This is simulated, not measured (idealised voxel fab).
Process module, titled voxel quadruple lines
The cross-section on display is named cut; it measures 245 nm wide, and its cells are 5 nm squares.
If you're reading a cross-section in this doc, picture square cells in a grid; it comes to you as bands, top ones listed first down to the bottom, and a band can be one or more rows of cells.
Look at the band entry: it leads with the top's height and the bottom's height in nm. Then it lists the materials left to right, with a width in nm for each. The word "all across" on a single material says that material fills the band edge to edge. The word "blank" is empty space.
Note: height 0 marks the level under which the wafer is uniformly one material as received. Lowest band unbounded below, written "from 0 down".
Graded width ("30 to 40"): value in top row of band = first number; value in bottom row = second number; row-to-row change constant.
Step marked "remains unaltered"? Then no cell in the cross-section changed in it.
The label "Closed void listing" introduces a list of the empty spaces, 8 cells or larger, that have no open way up to the top; each entry in it reads width x height at distance, where the distance is taken from the left edge and all three are stated in nm.
Step line, after settings: the simulator's comment on this step.
overlay nm: on a step with a mask, how far right of its planned place the mask lay; negative means left.

**Set out below are the planned steps of the process**
1 RECEIVE (material Si)
2 CONFORMAL_DEP (material Al2O3; thk nm 5)
3 DIRECTIONAL_DEP (material Ru; thk nm 10)
4 DIRECTIONAL_DEP (material polySi; thk nm 15)
5 DIRECTIONAL_DEP (material aC; thk nm 25)
6 PATTERN (tone cover; mask id MANDREL; material resist; width nm 35; pitch nm 100; thk nm 30; overlay nm 0)
7 DIRECTIONAL_ETCH (etch materials aC; depth nm 25)
8 STRIP (etch materials resist)
9 CONFORMAL_DEP (material SiO2; thk nm 15)
10 DIRECTIONAL_ETCH (etch materials SiO2; depth nm 15)
11 STRIP (etch materials aC)
12 DIRECTIONAL_ETCH (etch materials polySi; depth nm 15)
13 STRIP (etch materials SiO2)
14 CONFORMAL_DEP (material SiN; thk nm 10)
15 DIRECTIONAL_ETCH (etch materials SiN; depth nm 10)
16 STRIP (etch materials polySi)
17 DIRECTIONAL_ETCH (etch materials Ru; depth nm 10)
18 STRIP (etch materials SiN)
19 FILL_DEP (material SiO2; thk nm 5)
20 CMP (height nm 15)

**Wafer cross-section on receipt, i.e. after step 1**
  from 0 down = Si all across
  Closed void listing: none

**Final wafer profile in cross-section after the module, from the same start and plan as above, with one mistake made during processing**
  from 15 to 5 = 40 SiO2  15 Ru  35 SiO2  15 Ru  35 SiO2  15 Ru  35 SiO2  15 Ru  40 SiO2
  from 5 to 0 = Al2O3 all across
  from 0 down = Si all across
  Closed void listing: none
The plan and the run diverged here: step 16 went in with a setting other than planned; the actual run was STRIP (etch materials SiN)
